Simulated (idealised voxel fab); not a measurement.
process module | voxel double patterning
cross-section cut | 190 nm wide | cells 5 nm
A cross-section is a grid of square cells, given in bands from the top down. A band is one or more rows of cells.
Each band's line starts with the height of the band's top and of its bottom, in nm. Then come its materials from left to right, each with its width in nm. One material with "throughout" fills the band from edge to edge. "air" is empty space.
Height 0 is the level under which the wafer as received is all one material. The lowest band goes on downwards, as in "0 down".
A width such as "30 to 40" changes by the same amount from each row of cells to the next, from the band's top row to its bottom row.
"no change" after a step means that no cell of the cross-section changed.
closed voids: empty space of 8 cells or more with no open way to the top, each as width x height at its distance from the left edge, in nm
after a step's settings: what the simulator itself notes on the step
overlay nm, on a step with a mask: how far to the right of its planned place the mask lay; to the left if negative
plan
1 op RECEIVE | material Si
2 op CONFORMAL_DEP | material SiO2 | thk nm 10
3 op DIRECTIONAL_DEP | material polySi | thk nm 15
4 op DIRECTIONAL_DEP | material SiN | thk nm 5
5 op DIRECTIONAL_DEP | material aC | thk nm 10
6 op PATTERN | tone open | mask id FIRST | material resist | width nm 15 | pitch nm 50 | thk nm 30 | overlay nm 0
7 op DIRECTIONAL_ETCH | etch materials aC | depth nm 10
8 op STRIP | etch materials resist
9 op DIRECTIONAL_ETCH | etch materials SiN | depth nm 5
10 op STRIP | etch materials aC
11 op MASKED_ETCH | tone open | mask id SECOND | width nm 15 | pitch nm 50 | etch materials SiN | depth nm 5 | overlay nm 0
12 op DIRECTIONAL_ETCH | etch materials polySi | depth nm 15
13 op STRIP | etch materials SiN
as received, after step 1
  0 down: Si throughout
  closed voids: none
a wafer at the end: this start, this plan, one mistake
  15 to 10: polySi 35 | air 15 | polySi 10 | air 15 | polySi 10 | air 15 | polySi 10 | air 15 | polySi 10 | air 15 | polySi 40
  10 to 0: SiO2 throughout
  0 down: Si throughout
  closed voids: none
what went wrong: step 3 ran as: op DIRECTIONAL_DEP | material polySi | thk nm 5
